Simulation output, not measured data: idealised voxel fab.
process module | voxel tone inversion
cross-section cut | 220 nm wide | cells 5 nm
A cross-section is a grid of square cells, given in bands from the top down. A band is one or more rows of cells.
Each band's line starts with the height of the band's top and of its bottom, in nm. Then come its materials from left to right, each with its width in nm. One material with "throughout" fills the band from edge to edge. "air" is empty space.
Height 0 is the level under which the wafer as received is all one material. The lowest band goes on downwards, as in "0 down".
A width such as "30 to 40" changes by the same amount from each row of cells to the next, from the band's top row to its bottom row.
"no change" after a step means that no cell of the cross-section changed.
closed voids: empty space of 8 cells or more with no open way to the top, each as width x height at its distance from the left edge, in nm
after a step's settings: what the simulator itself notes on the step
overlay nm, on a step with a mask: how far to the right of its planned place the mask lay; to the left if negative
plan
1 op RECEIVE | material Si
2 op CONFORMAL_DEP | material SiN | thk nm 5
3 op DIRECTIONAL_DEP | material polySi | thk nm 15
4 op PATTERN | tone cover | mask id POSTS | material resist | width nm 20 | pitch nm 40 | thk nm 25 | overlay nm 0
5 op DIRECTIONAL_ETCH | etch materials polySi | depth nm 15
6 op STRIP | etch materials resist
7 op FILL_DEP | material lowk | thk nm 10
8 op CMP | height nm 20
9 op STRIP | etch materials polySi
first wafer, as planned
as received, after step 1
  0 down: Si throughout
  closed voids: none
after step 2
  5 to 0: SiN throughout
  below 0: unchanged
after step 3
  20 to 5: polySi throughout
  below 5: unchanged
after step 4
  45 to 20: air 60 | resist 20 | air 20 | resist 20 | air 20 | resist 20 | air 60
  below 20: unchanged
after step 5
  45 to 20: air 60 | resist 20 | air 20 | resist 20 | air 20 | resist 20 | air 60
  20 to 5: air 60 | polySi 20 | air 20 | polySi 20 | air 20 | polySi 20 | air 60
  below 5: unchanged
after step 6
  20 to 5: air 60 | polySi 20 | air 20 | polySi 20 | air 20 | polySi 20 | air 60
  below 5: unchanged
after step 7
  30 to 20: lowk throughout
  20 to 5: lowk 60 | polySi 20 | lowk 20 | polySi 20 | lowk 20 | polySi 20 | lowk 60
  below 5: unchanged
after step 8
  20 to 5: lowk 60 | polySi 20 | lowk 20 | polySi 20 | lowk 20 | polySi 20 | lowk 60
  below 5: unchanged
after step 9
  20 to 5: lowk 60 | air 20 | lowk 20 | air 20 | lowk 20 | air 20 | lowk 60
  below 5: unchanged
second wafer: like start, like plan, one mistake. Through step 3 it matches the first wafer
when step 4 should have ended
  45 to 20: resist 60 | air 20 | resist 20 | air 20 | resist 20 | air 20 | resist 60
  below 20: unchanged
when step 5 should have ended
  45 to 20: resist 60 | air 20 | resist 20 | air 20 | resist 20 | air 20 | resist 60
  20 to 5: polySi 60 | air 20 | polySi 20 | air 20 | polySi 20 | air 20 | polySi 60
  below 5: unchanged
when step 6 should have ended
  20 to 5: polySi 60 | air 20 | polySi 20 | air 20 | polySi 20 | air 20 | polySi 60
  below 5: unchanged
when step 7 should have ended
  30 to 20: lowk throughout
  20 to 5: polySi 60 | lowk 20 | polySi 20 | lowk 20 | polySi 20 | lowk 20 | polySi 60
  below 5: unchanged
when step 8 should have ended
  20 to 5: polySi 60 | lowk 20 | polySi 20 | lowk 20 | polySi 20 | lowk 20 | polySi 60
  below 5: unchanged
when step 9 should have ended
  20 to 5: air 60 | lowk 20 | air 20 | lowk 20 | air 20 | lowk 20 | air 60
  below 5: unchanged
what went wrong: step 4 ran as: op PATTERN | tone open | mask id POSTS | material resist | width nm 20 | pitch nm 40 | thk nm 25 | overlay nm 0
at the end the second wafer has, in cells: 60 fewer of lowk
